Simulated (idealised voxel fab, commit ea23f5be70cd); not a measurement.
process module | voxel trench capacitor
cross-section cut | 225 nm wide | cells 5 nm
A cross-section is a grid of square cells, given in bands from the top down. A band is one or more rows of cells.
Each band's line starts with the height of the band's top and of its bottom, in nm. Then come its materials from left to right, each with its width in nm. One material with "throughout" fills the band from edge to edge. "air" is empty space.
Height 0 is the level under which the wafer as received is all one material. The lowest band goes on downwards, as in "0 down".
A width such as "30 to 40" changes by the same amount from each row of cells to the next, from the band's top row to its bottom row.
"no change" after a step means that no cell of the cross-section changed.
closed voids: empty space of 8 cells or more with no open way to the top, each as width x height at its distance from the left edge, in nm
after a step's settings: what the simulator itself notes on the step
overlay nm, on a step with a mask: how far to the right of its planned place the mask lay; to the left if negative
plan
1 op RECEIVE | material Si
2 op CONFORMAL_DEP | material SiN | thk nm 5
3 op PATTERN | tone open | mask id TRENCH | material resist | width nm 30 | pitch nm 55 | thk nm 20 | overlay nm 0
4 op DIRECTIONAL_ETCH | etch materials SiN | depth nm 5
5 op DIRECTIONAL_ETCH | etch materials Si | depth nm 35
6 op STRIP | etch materials resist
7 op CONFORMAL_DEP | material Al2O3 | thk nm 5
8 op CONFORMAL_DEP | material TiN | thk nm 5
9 op FILL_DEP | material W | thk nm 5
10 op CMP | height nm 5
as received, after step 1
  0 down: Si throughout
  closed voids: none
a wafer at the end: this start, this plan, one mistake
  5 to 0: W 30 | TiN 5 | Al2O3 5 | SiN 30 | Al2O3 5 | TiN 5 | W 5 | TiN 5 | Al2O3 5 | SiN 30 | Al2O3 5 | TiN 5 | W 5 | TiN 5 | Al2O3 5 | SiN 30 | Al2O3 5 | TiN 5 | W 35
  0 to -25: W 30 | TiN 5 | Al2O3 5 | Si 30 | Al2O3 5 | TiN 5 | W 5 | TiN 5 | Al2O3 5 | Si 30 | Al2O3 5 | TiN 5 | W 5 | TiN 5 | Al2O3 5 | Si 30 | Al2O3 5 | TiN 5 | W 35
  -25 to -30: TiN 35 | Al2O3 5 | Si 30 | Al2O3 5 | TiN 15 | Al2O3 5 | Si 30 | Al2O3 5 | TiN 15 | Al2O3 5 | Si 30 | Al2O3 5 | TiN 40
  -30 to -35: Al2O3 40 | Si 30 | Al2O3 25 | Si 30 | Al2O3 25 | Si 30 | Al2O3 45
  -35 down: Si throughout
  closed voids: none
what went wrong: step 3 ran as: op PATTERN | tone cover | mask id TRENCH | material resist | width nm 30 | pitch nm 55 | thk nm 20 | overlay nm 0
